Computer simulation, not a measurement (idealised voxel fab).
Name of the process module below: voxel self aligned vias
170 nm wide, 5 nm square cells: that's cross-section cut.
In what follows, cross-sections appear as grids of square cells, described through bands that run from the top down, where every band is one or more rows of cells.
Basically the band line says how high the top is and how high the bottom is, in nm, and then what's in it from left to right, every material with its width in nm. Empty space shows up as "air", and if a single material carries "everywhere" it runs the full band edge to edge.
Height reference: 0 = level under which incoming wafer is all one material. Lowest band: no bottom, runs on downward, e.g. "0 down".
When a width is written as two numbers, as in "30..40", the first number is the width in the top row of cells of the band and the second is the width in its bottom row, and the width changes by the same amount from each row to the next.
No cell of the cross-section changed in a step that is given as "everything unchanged".
"closed voids" - sealed voids, min. 8 cells, no opening to top; format: width x height at distance (distance from left edge; nm throughout).
Note: text after step settings on the step line = simulator remark on that step.
overlay nm: right-of-plan distance of the mask on a masked step; negative values mean left-of-plan.

[Here's what the planned process steps look like]
1) RECEIVE [material Si]
2) CONFORMAL_DEP [material SiO2] [thk nm 15]
3) CONFORMAL_DEP [material SiCN] [thk nm 5]
4) DIRECTIONAL_DEP [material lowk] [thk nm 30]
5) DIRECTIONAL_DEP [material aC] [thk nm 15]
6) PATTERN [tone open] [mask id LINES] [material resist] [width nm 30] [pitch nm 60] [thk nm 30] [overlay nm 0]
7) DIRECTIONAL_ETCH [etch materials aC] [depth nm 15]
8) STRIP [etch materials resist]
9) DIRECTIONAL_ETCH [etch materials lowk] [depth nm 30]
10) STRIP [etch materials aC]
11) CONFORMAL_DEP [material TiN] [thk nm 5]
12) FILL_DEP [material Ru] [thk nm 5]
13) CMP [height nm 50]
14) SELECTIVE_ETCH [etch materials W Ru TiN] [depth nm 5]
15) FILL_DEP [material SiN] [thk nm 5]
16) CMP [height nm 50]
17) DIRECTIONAL_DEP [material lowk] [thk nm 20]
18) DIRECTIONAL_DEP [material aC] [thk nm 10]
19) PATTERN [tone open] [mask id VIAS] [material resist] [width nm 40] [thk nm 25] [overlay nm 0]
20) DIRECTIONAL_ETCH [etch materials aC] [depth nm 10]
21) STRIP [etch materials resist]
22) DIRECTIONAL_ETCH [etch materials lowk] [depth nm 20]
23) DIRECTIONAL_ETCH [etch materials SiN] [depth nm 5]
24) STRIP [etch materials aC]
25) CONFORMAL_DEP [material TiN] [thk nm 5]
26) FILL_DEP [material W] [thk nm 10]
27) CMP [height nm 70]
28) CONFORMAL_DEP [material SiN] [thk nm 5]

[Wafer as received: cross-section following step 1]
    0 down: Si everywhere
    closed voids: none

[First wafer of two, sectioned at end of module; run went per plan]
    75 to 70: SiN everywhere
    70 to 55: 35 nm lowk, 5 nm TiN, 30 nm W, 5 nm TiN, 95 nm lowk
    55 to 50: 35 nm lowk, 10 nm TiN, 20 nm W, 10 nm TiN, 95 nm lowk
    50 to 45: 40 nm lowk, 30 nm TiN, 30 nm lowk, 30 nm SiN, 40 nm lowk
    45 to 25: 40 nm lowk, 5 nm TiN, 20 nm Ru, 5 nm TiN, 30 nm lowk, 5 nm TiN, 20 nm Ru, 5 nm TiN, 40 nm lowk
    25 to 20: 40 nm lowk, 30 nm TiN, 30 nm lowk, 30 nm TiN, 40 nm lowk
    20 to 15: SiCN everywhere
    15 to 0: SiO2 everywhere
    0 down: Si everywhere
    closed voids: none

[Wafer two cross-section, module end. Start and plan unchanged from wafer one; one mistake made during the run]
    75 to 70: SiN everywhere
    70 to 50: 35 nm lowk, 5 nm TiN, 30 nm W, 5 nm TiN, 95 nm lowk
    50 to 45: 35 nm SiN, 40 nm TiN, 95 nm SiN
    45 to 20: 40 nm lowk, 5 nm TiN, 20 nm Ru, 5 nm TiN, 30 nm lowk, 5 nm TiN, 20 nm Ru, 5 nm TiN, 40 nm lowk
    20 to 15: 40 nm lowk, 30 nm TiN, 30 nm lowk, 30 nm TiN, 40 nm lowk
    15 to 0: SiO2 everywhere
    0 down: Si everywhere
    closed voids: none
So what did we get wrong on this run? no execution of plan step 3; skipped
It is noted that, at the conclusion of processing, the second wafer exhibits a higher or lower cell count for certain materials relative to the first: Ru +8; SiCN -34; SiN +20; TiN +4; W +2
